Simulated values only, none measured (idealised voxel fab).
The following is a process module called voxel ribs on slabs.
In the cross-section labelled cut, the width is 210 nm and each square cell is 5 nm.
Cross-section spec: square-cell grid; bands listed top down; each band is one or more rows.
In this notation a band is specified by the heights of its top and bottom, in that order and in nm, after which its materials appear from left to right, each paired with its width in nm. The word "throughout" attached to a single material means that material fills the band from edge to edge; the word "blank" stands for empty space.
Ref level 0: as-received wafer is one material below here. Bottom band extends down with no lower bound ("0..down").
So if you see something like "30->40" for the width, read it as the top row of the band sitting at the first number and the bottom row at the second, with every row in between moving by the same amount as the last.
"no change occurred" (step): cross-section cells unchanged, all of them.
Look at "Enclosed internal voids" for the closed voids: empty spaces with no open path to the top, sized 8 cells or up. Each is width x height at distance, distance from the left edge, all nm.
after a step's settings: what the simulator itself notes on the step
overlay nm: how far to the right of its planned place the mask lay on this masked step (negative: to the left).
Process steps - plan
1,RECEIVE, material Si
2,DIRECTIONAL_DEP, material SiO2, thk nm 20
3,DIRECTIONAL_DEP, material SiN, thk nm 20
4,PATTERN, tone cover, mask id RIB, material resist, width nm 30, thk nm 20, overlay nm 0
5,DIRECTIONAL_ETCH, etch materials SiN, depth nm 15
6,STRIP, etch materials resist
7,PATTERN, tone cover, mask id SLAB, material resist, width nm 90, thk nm 20, overlay nm 0
8,DIRECTIONAL_ETCH, etch materials SiN, depth nm 5
9,STRIP, etch materials resist
10,FILL_DEP, material SiO2, thk nm 15
11,CMP, height nm 50
12,DIRECTIONAL_DEP, material W, thk nm 5
13,PATTERN, tone cover, mask id HEATER, material resist, width nm 40, thk nm 20, overlay nm 0
14,DIRECTIONAL_ETCH, etch materials W, depth nm 5
15,STRIP, etch materials resist
16,CONFORMAL_DEP, material SiN, thk nm 5
First wafer, two in total, run as planned
Cross-section of the wafer upon arrival, representing the state reached after step 1
0..down  Si throughout
Enclosed internal voids: none
After step 2, in cross-section
20..0  SiO2 throughout
Under 0: no change, same as before.
After step 3, in cross-section
40..20  SiN throughout
Under 20: no change, same as before.
After step 4, in cross-section
60..40  blank=90 | resist=30 | blank=90
Under 40: no change, same as before.
After step 5, in cross-section
60..40  blank=90 | resist=30 | blank=90
40..25  blank=90 | SiN=30 | blank=90
Under 25: no change, same as before.
After step 6, in cross-section
40..25  blank=90 | SiN=30 | blank=90
Under 25: no change, same as before.
After step 7, in cross-section
60..40  blank=60 | resist=90 | blank=60
40..25  blank=60 | resist=30 | SiN=30 | resist=30 | blank=60
Under 25: no change, same as before.
After step 8, in cross-section
60..40  blank=60 | resist=90 | blank=60
40..25  blank=60 | resist=30 | SiN=30 | resist=30 | blank=60
25..20  blank=60 | SiN=90 | blank=60
Under 20: no change, same as before.
After step 9, in cross-section
40..25  blank=90 | SiN=30 | blank=90
Under 25: no change, same as before.
After step 10, in cross-section
55..40  SiO2 throughout
40..25  SiO2=90 | SiN=30 | SiO2=90
25..20  SiO2=60 | SiN=90 | SiO2=60
Under 20: no change, same as before.
After step 11, in cross-section
50..40  SiO2 throughout
Under 40: no change, same as before.
After step 12, in cross-section
55..50  W throughout
Under 50: no change, same as before.
After step 13, in cross-section
75..55  blank=85 | resist=40 | blank=85
Under 55: no change, same as before.
After step 14, in cross-section
75..55  blank=85 | resist=40 | blank=85
55..50  blank=85 | W=40 | blank=85
Under 50: no change, same as before.
After step 15, in cross-section
55..50  blank=85 | W=40 | blank=85
Under 50: no change, same as before.
After step 16, in cross-section
60..55  blank=80 | SiN=50 | blank=80
55..50  SiN=85 | W=40 | SiN=85
Under 50: no change, same as before.
Second Wafer (Identical Start and Plan, One Processing Error; Matches First Wafer Through Step 15)
Second wafer shown in cross-section at the time step 16 was slated to end: no change occurred
What was done differently from what was planned? yeah, step 16 of the plan got skipped, never ran
Heads up, by the end the second wafer has more or fewer cells of some materials compared to the first: SiN -44
